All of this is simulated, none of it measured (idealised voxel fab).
process module | voxel self aligned contacts
cross-section cut | 235 nm wide | cells 5 nm
Cross-section format: a grid of square cells, given as bands from top to bottom; each band is one or more rows of cells. Top, bottom (nm), then materials left to right with widths (nm); lone material tagged "throughout" fills the whole band edge to edge; "blank" = empty space. The reference from which all heights are counted is 0, the level beneath which the as-received wafer is entirely one material; the lowest band, having no lower bound, proceeds downward and is written after the example "from 0 down". Width "30 to 40": first value at the band's top row of cells, second value at its bottom row, equal change from row to row. "left unchanged" (step): cross-section cells unchanged, all of them. "Enclosed void inventory" enumerates empty spaces isolated from the top, with no open way to it, that contain at least 8 cells, giving each as width x height at distance from the left edge, all three in nm. Post-settings text on a step line: simulator's own remark regarding the step. "overlay nm" answers the question of how far to the right of plan the mask lay on a step that has a mask, and when it is negative the answer is to the left.
**Intended process steps**
step 1: RECEIVE with material Si
step 2: OXIDIZE with depth nm 5
step 3: DIRECTIONAL_DEP with material polySi, thk nm 25
step 4: DIRECTIONAL_DEP with material SiN, thk nm 15
step 5: PATTERN with tone cover, mask id GATE, material resist, width nm 25, pitch nm 60, thk nm 15, overlay nm 0
step 6: DIRECTIONAL_ETCH with etch materials SiN, depth nm 15
step 7: DIRECTIONAL_ETCH with etch materials polySi, depth nm 25
step 8: STRIP with etch materials resist
step 9: CONFORMAL_DEP with material SiN, thk nm 5
step 10: DIRECTIONAL_ETCH with etch materials SiN, depth nm 5
step 11: FILL_DEP with material SiO2, thk nm 15
step 12: CMP with height nm 45
step 13: PATTERN with tone open, mask id CONTACT, material resist, width nm 45, pitch nm 60, thk nm 15, overlay nm -15
step 14: DIRECTIONAL_ETCH with etch materials SiO2, depth nm 50
step 15: STRIP with etch materials resist
step 16: CONFORMAL_DEP with material TiN, thk nm 5
step 17: FILL_DEP with material W, thk nm 5
step 18: CMP with height nm 45
step 19: CONFORMAL_DEP with material SiN, thk nm 5
Don't read the plan's overlay nm for step 13 as applying to every wafer: that's the first wafer's value, and the wafers differ in it, though they all start identical.
**Cross-section: the first of several wafers in its as-received state, i.e. following step 1**
	from 0 down = Si throughout
	Enclosed void inventory: none
**Table: wafers, a row each; end-of-module cell change per material since receipt, gain (+), loss (-); then closed voids**
overlay nm -15; -47 Si; +140 SiN; +212 SiO2; +54 TiN; +36 W; +75 polySi; Enclosed void inventory: none
overlay nm -10; -47 Si; +140 SiN; +194 SiO2; +54 TiN; +54 W; +75 polySi; Enclosed void inventory: none
overlay nm -5; -47 Si; +140 SiN; +194 SiO2; +54 TiN; +54 W; +75 polySi; Enclosed void inventory: none
overlay nm 0; -47 Si; +140 SiN; +194 SiO2; +54 TiN; +54 W; +75 polySi; Enclosed void inventory: none
overlay nm 5; -47 Si; +140 SiN; +194 SiO2; +54 TiN; +54 W; +75 polySi; Enclosed void inventory: none
overlay nm 10; -47 Si; +140 SiN; +194 SiO2; +54 TiN; +54 W; +75 polySi; Enclosed void inventory: none
overlay nm 15; -47 Si; +140 SiN; +212 SiO2; +54 TiN; +36 W; +75 polySi; Enclosed void inventory: none
